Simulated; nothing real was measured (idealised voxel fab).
Module name: voxel ribs on slabs (process module)
FYI the section here is cut, 230 nm wide, cells are 5 nm squares.
Square cells in a grid make up a cross-section in this document, and the grid is given as bands, listed from the top down, each one or more rows of cells.
Heads up on the band format: heights come first, top then bottom, in nm. After that it's the materials left to right, each with its width in nm. A single material flagged "throughout" fills the whole band edge to edge, and "air" means there's empty space there.
All heights in this document are referenced to 0, defined as the level beneath which the wafer, as received, consists entirely of one material. The lowest band is not bounded below; it extends indefinitely downward and is written in the form "0..down".
The expression "30..40" gives the width at the extremes of the band, the first number at its top row of cells and the second at its bottom row, with the width changing by equal amounts from each row to the next in between.
A step reported as "nothing got changed" is a step in which no cell of the cross-section changed.
"Sealed void list" enumerates empty spaces isolated from the top, with no open way to it, that contain at least 8 cells, giving each as width x height at distance from the left edge, all three in nm.
What comes after the settings on a step's line is commentary from the simulator itself on that step.
Each step line may optionally specify "overlay nm", which for a step with a mask gives the rightward distance between the mask's planned place and where it lay, a negative value indicating the leftward direction.
[Set out below are the planned steps of the process]
1. op RECEIVE | material Si
2. op DIRECTIONAL_DEP | material SiO2 | thk nm 20
3. op DIRECTIONAL_DEP | material polySi | thk nm 20
4. op DIRECTIONAL_DEP | material aC | thk nm 10
5. op PATTERN | tone cover | mask id RIB | material resist | width nm 25 | thk nm 30 | overlay nm 0
6. op DIRECTIONAL_ETCH | etch materials aC | depth nm 10
7. op STRIP | etch materials resist
8. op DIRECTIONAL_ETCH | etch materials polySi | depth nm 5
9. op STRIP | etch materials aC
10. op MASKED_ETCH | tone cover | mask id SLAB | width nm 65 | etch materials polySi | depth nm 15 | overlay nm 0
11. op FILL_DEP | material SiO2 | thk nm 20
12. op CMP | height nm 55
13. op DIRECTIONAL_DEP | material W | thk nm 5
14. op PATTERN | tone cover | mask id HEATER | material resist | width nm 35 | thk nm 20 | overlay nm 0
15. op DIRECTIONAL_ETCH | etch materials W | depth nm 5
16. op STRIP | etch materials resist
17. op CONFORMAL_DEP | material SiO2 | thk nm 5
[The first wafer of two, processed as planned]
[As-received wafer cross-section (after step 1)]
* 0..down | Si throughout
* Sealed void list: none
[Step 2 complete: cross-section through the wafer]
* 20..0 | SiO2 throughout
* No changes below 0.
[Step 3 complete: cross-section through the wafer]
* 40..20 | polySi throughout
* No changes below 20.
[Step 4 complete: cross-section through the wafer]
* 50..40 | aC throughout
* No changes below 40.
[Step 5 complete: cross-section through the wafer]
* 80..50 | air 100 nm; resist 25 nm; air 105 nm
* No changes below 50.
[Step 6 complete: cross-section through the wafer]
* 70..50 | air 100 nm; resist 25 nm; air 105 nm
* 50..40 | air 100 nm; aC 25 nm; air 105 nm
* No changes below 40.
[Step 7 complete: cross-section through the wafer]
* 50..40 | air 100 nm; aC 25 nm; air 105 nm
* No changes below 40.
[Step 8 complete: cross-section through the wafer]
* 50..40 | air 100 nm; aC 25 nm; air 105 nm
* 40..35 | air 100 nm; polySi 25 nm; air 105 nm
* No changes below 35.
[Step 9 complete: cross-section through the wafer]
* 40..35 | air 100 nm; polySi 25 nm; air 105 nm
* No changes below 35.
[Step 10 complete: cross-section through the wafer]
* 40..35 | air 100 nm; polySi 25 nm; air 105 nm
* 35..20 | air 80 nm; polySi 65 nm; air 85 nm
* No changes below 20.
[Step 11 complete: cross-section through the wafer]
* 60..40 | SiO2 throughout
* 40..35 | SiO2 100 nm; polySi 25 nm; SiO2 105 nm
* 35..20 | SiO2 80 nm; polySi 65 nm; SiO2 85 nm
* No changes below 20.
[Step 12 complete: cross-section through the wafer]
* 55..40 | SiO2 throughout
* No changes below 40.
[Step 13 complete: cross-section through the wafer]
* 60..55 | W throughout
* No changes below 55.
[Step 14 complete: cross-section through the wafer]
* 80..60 | air 95 nm; resist 35 nm; air 100 nm
* No changes below 60.
[Step 15 complete: cross-section through the wafer]
* 80..60 | air 95 nm; resist 35 nm; air 100 nm
* 60..55 | air 95 nm; W 35 nm; air 100 nm
* No changes below 55.
[Step 16 complete: cross-section through the wafer]
* 60..55 | air 95 nm; W 35 nm; air 100 nm
* No changes below 55.
[Step 17 complete: cross-section through the wafer]
* 65..60 | air 90 nm; SiO2 45 nm; air 95 nm
* 60..55 | SiO2 95 nm; W 35 nm; SiO2 100 nm
* No changes below 55.
[Here the second wafer is described. Its start and its plan were those of the first wafer. Its run contained one mistake. Up to and including step 16, it did exactly what the first wafer did]
Cross-section of the second wafer at the time by which step 17 should have been completed according to the plan: nothing got changed
Which mistake was made when the wafer was run? step 17 was left out
The final cell counts differ between the wafers, with the second having more or fewer of some materials than the first: SiO2: 48 fewer
